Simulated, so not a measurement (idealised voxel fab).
The process module that follows is named voxel ribs on slabs.
Displayed cross-section: cut, width of 260 nm, square cells sized 5 nm.
Heads up, the way a cross-section reads in here is a grid of square cells, handed over as bands from the top down, with every band being one or more rows of cells.
Read a band's entry like this: the first values are the height of its top and the height of its bottom in nm, and what follows is the sequence of materials from left to right, each with its width in nm. Note that "blank" is empty space, and that a single material marked "everywhere" reaches across the band from edge to edge.
Zero point of the height axis is 0; under it, received wafer = one material. Lowest band: continues down indefinitely, "0..down".
A width given as "30->40" starts at the first number in the band's top row and ends at the second number in its bottom row, shifting by an equal amount at every step from row to row.
"remained unchanged" (step): cross-section cells unchanged, all of them.
For the entry "Closed void table", the listed items are empty spaces with no open way to the top whose size is 8 cells or more; each item follows the pattern width x height at distance, where distance is from the left edge and all three are in nm.
Whatever follows a step's settings on its line is a remark the simulator itself makes about that step.
"overlay nm" answers the question of how far to the right of plan the mask lay on a step that has a mask, and when it is negative the answer is to the left.
[plan]
step 1: RECEIVE (material Si)
step 2: DIRECTIONAL_DEP (material SiO2; thk nm 25)
step 3: DIRECTIONAL_DEP (material polySi; thk nm 25)
step 4: MASKED_ETCH (tone cover; mask id RIB; width nm 25; etch materials polySi; depth nm 20; overlay nm 0)
step 5: PATTERN (tone cover; mask id SLAB; material resist; width nm 65; thk nm 20; overlay nm 0)
step 6: DIRECTIONAL_ETCH (etch materials polySi; depth nm 5)
step 7: STRIP (etch materials resist)
step 8: FILL_DEP (material SiO2; thk nm 30)
step 9: CMP (height nm 70)
step 10: DIRECTIONAL_DEP (material TiN; thk nm 5)
step 11: DIRECTIONAL_DEP (material aC; thk nm 15)
step 12: PATTERN (tone cover; mask id HEATER; material resist; width nm 35; thk nm 35; overlay nm 0)
step 13: DIRECTIONAL_ETCH (etch materials aC; depth nm 15)
step 14: STRIP (etch materials resist)
step 15: DIRECTIONAL_ETCH (etch materials TiN; depth nm 5)
step 16: STRIP (etch materials aC)
step 17: CONFORMAL_DEP (material SiO2; thk nm 10)
[Cross-section of the wafer as it came to us, i.e., already through step 1]
    0..down = Si everywhere
    Closed void table: none
[Cross-section taken at module completion on the first of two wafers; processed per the plan]
    85..80 = 100 blank / 55 SiO2 / 105 blank
    80..75 = SiO2 everywhere
    75..70 = 110 SiO2 / 35 TiN / 115 SiO2
    70..50 = SiO2 everywhere
    50..30 = 115 SiO2 / 25 polySi / 120 SiO2
    30..25 = 95 SiO2 / 65 polySi / 100 SiO2
    25..0 = SiO2 everywhere
    0..down = Si everywhere
    Closed void table: none
[Cross-sectional view: second of two wafers, end of module; start and plan identical to the first, one mistake in running]
    85..80 = 100 blank / 55 SiO2 / 105 blank
    80..75 = SiO2 everywhere
    75..70 = 110 SiO2 / 35 TiN / 115 SiO2
    70..55 = SiO2 everywhere
    55..35 = 115 SiO2 / 25 polySi / 120 SiO2
    35..30 = 95 SiO2 / 65 polySi / 100 SiO2
    30..0 = SiO2 everywhere
    0..down = Si everywhere
    Closed void table: none
In executing the process, a mistake was made relative to the plan: step 2 changed vs plan, executed as DIRECTIONAL_DEP (material SiO2; thk nm 30)
Cell counts per material: same on both final wafers. Positions: different.
